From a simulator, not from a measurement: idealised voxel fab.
process module | voxel gate over fins
cross-section cut | 175 nm wide | cells 5 nm
A cross-section is a grid of square cells, given in bands from the top down. A band is one or more rows of cells.
Each band's line starts with the height of the band's top and of its bottom, in nm. Then come its materials from left to right, each with its width in nm. One material with "throughout" fills the band from edge to edge. "air" is empty space.
Height 0 is the level under which the wafer as received is all one material. The lowest band goes on downwards, as in "0 down".
A width such as "30 to 40" changes by the same amount from each row of cells to the next, from the band's top row to its bottom row.
"no change" after a step means that no cell of the cross-section changed.
closed voids: empty space of 8 cells or more with no open way to the top, each as width x height at its distance from the left edge, in nm
after a step's settings: what the simulator itself notes on the step
overlay nm, on a step with a mask: how far to the right of its planned place the mask lay; to the left if negative
plan
1 op RECEIVE | material Si
2 op CONFORMAL_DEP | material SiN | thk nm 5
3 op DIRECTIONAL_DEP | material aC | thk nm 15
4 op PATTERN | tone cover | mask id FINS | material resist | width nm 15 | pitch nm 35 | thk nm 35 | overlay nm 0
5 op DIRECTIONAL_ETCH | etch materials aC | depth nm 15
6 op STRIP | etch materials resist
7 op DIRECTIONAL_ETCH | etch materials SiN | depth nm 5
8 op DIRECTIONAL_ETCH | etch materials Si | depth nm 30
9 op STRIP | etch materials aC
10 op FILL_DEP | material SiO2 | thk nm 5
11 op CMP | height nm 5
12 op SELECTIVE_ETCH | etch materials SiO2 | depth nm 20
13 op STRIP | etch materials SiN
14 op CONFORMAL_DEP | material HfO2 | thk nm 5
15 op CONFORMAL_DEP | material TiN | thk nm 5
16 op FILL_DEP | material W | thk nm 10
17 op CMP | height nm 15
18 op CONFORMAL_DEP | material SiCN | thk nm 10
first wafer, as planned
as received, after step 1
  0 down: Si throughout
  closed voids: none
after step 2
  5 to 0: SiN throughout
  below 0: unchanged
after step 3
  20 to 5: aC throughout
  below 5: unchanged
after step 4
  55 to 20: air 60 | resist 15 | air 20 | resist 15 | air 65
  below 20: unchanged
after step 5
  40 to 20: air 60 | resist 15 | air 20 | resist 15 | air 65
  20 to 5: air 60 | aC 15 | air 20 | aC 15 | air 65
  below 5: unchanged
after step 6
  20 to 5: air 60 | aC 15 | air 20 | aC 15 | air 65
  below 5: unchanged
after step 7
  20 to 5: air 60 | aC 15 | air 20 | aC 15 | air 65
  5 to 0: air 60 | SiN 15 | air 20 | SiN 15 | air 65
  below 0: unchanged
after step 8
  20 to 5: air 60 | aC 15 | air 20 | aC 15 | air 65
  5 to 0: air 60 | SiN 15 | air 20 | SiN 15 | air 65
  0 to -30: air 60 | Si 15 | air 20 | Si 15 | air 65
  below -30: unchanged
after step 9
  5 to 0: air 60 | SiN 15 | air 20 | SiN 15 | air 65
  below 0: unchanged
after step 10
  10 to 5: SiO2 throughout
  5 to 0: SiO2 60 | SiN 15 | SiO2 20 | SiN 15 | SiO2 65
  0 to -30: SiO2 60 | Si 15 | SiO2 20 | Si 15 | SiO2 65
  below -30: unchanged
after step 11
  5 to 0: SiO2 60 | SiN 15 | SiO2 20 | SiN 15 | SiO2 65
  below 0: unchanged
after step 12
  5 to 0: air 60 | SiN 15 | air 20 | SiN 15 | air 65
  0 to -15: air 60 | Si 15 | air 20 | Si 15 | air 65
  below -15: unchanged
after step 13
  0 to -15: air 60 | Si 15 | air 20 | Si 15 | air 65
  below -15: unchanged
after step 14
  5 to 0: air 55 | HfO2 25 | air 10 | HfO2 25 | air 60
  0 to -10: air 55 | HfO2 5 | Si 15 | HfO2 5 | air 10 | HfO2 5 | Si 15 | HfO2 5 | air 60
  -10 to -15: HfO2 60 | Si 15 | HfO2 20 | Si 15 | HfO2 65
  below -15: unchanged
after step 15
  10 to 5: air 50 | TiN 70 | air 55
  5 to 0: air 50 | TiN 5 | HfO2 25 | TiN 10 | HfO2 25 | TiN 5 | air 55
  0 to -5: air 50 | TiN 5 | HfO2 5 | Si 15 | HfO2 5 | TiN 10 | HfO2 5 | Si 15 | HfO2 5 | TiN 5 | air 55
  -5 to -10: TiN 55 | HfO2 5 | Si 15 | HfO2 5 | TiN 10 | HfO2 5 | Si 15 | HfO2 5 | TiN 60
  below -10: unchanged
after step 16
  20 to 10: W throughout
  10 to 5: W 50 | TiN 70 | W 55
  5 to 0: W 50 | TiN 5 | HfO2 25 | TiN 10 | HfO2 25 | TiN 5 | W 55
  0 to -5: W 50 | TiN 5 | HfO2 5 | Si 15 | HfO2 5 | TiN 10 | HfO2 5 | Si 15 | HfO2 5 | TiN 5 | W 55
  below -5: unchanged
after step 17
  15 to 10: W throughout
  below 10: unchanged
after step 18
  25 to 15: SiCN throughout
  below 15: unchanged
second wafer: like start, like plan, one mistake. Through step 1 it matches the first wafer
when step 2 should have ended
  5 to 0: SiCN throughout
  below 0: unchanged
when step 3 should have ended
  20 to 5: aC throughout
  below 5: unchanged
when step 4 should have ended
  55 to 20: air 60 | resist 15 | air 20 | resist 15 | air 65
  below 20: unchanged
when step 5 should have ended
  40 to 20: air 60 | resist 15 | air 20 | resist 15 | air 65
  20 to 5: air 60 | aC 15 | air 20 | aC 15 | air 65
  below 5: unchanged
when step 6 should have ended
  20 to 5: air 60 | aC 15 | air 20 | aC 15 | air 65
  below 5: unchanged
when step 7 should have ended: no change
when step 8 should have ended: no change
when step 9 should have ended
  5 to 0: SiCN throughout
  below 0: unchanged
when step 10 should have ended
  10 to 5: SiO2 throughout
  below 5: unchanged
when step 11 should have ended
  5 to 0: SiCN throughout
  below 0: unchanged
when step 12 should have ended: no change
when step 13 should have ended: no change
when step 14 should have ended
  10 to 5: HfO2 throughout
  below 5: unchanged
when step 15 should have ended
  15 to 10: TiN throughout
  below 10: unchanged
when step 16 should have ended
  25 to 15: W throughout
  below 15: unchanged
when step 17 should have ended
  15 to 10: TiN throughout
  below 10: unchanged
when step 18 should have ended
  25 to 15: SiCN throughout
  below 15: unchanged
what went wrong: step 2 ran as: op CONFORMAL_DEP | material SiCN | thk nm 5
at the end the second wafer has, in cells: 12 fewer of HfO2 | 174 more of Si | 35 more of SiCN | 87 fewer of SiO2 | 12 fewer of TiN | 98 fewer of W
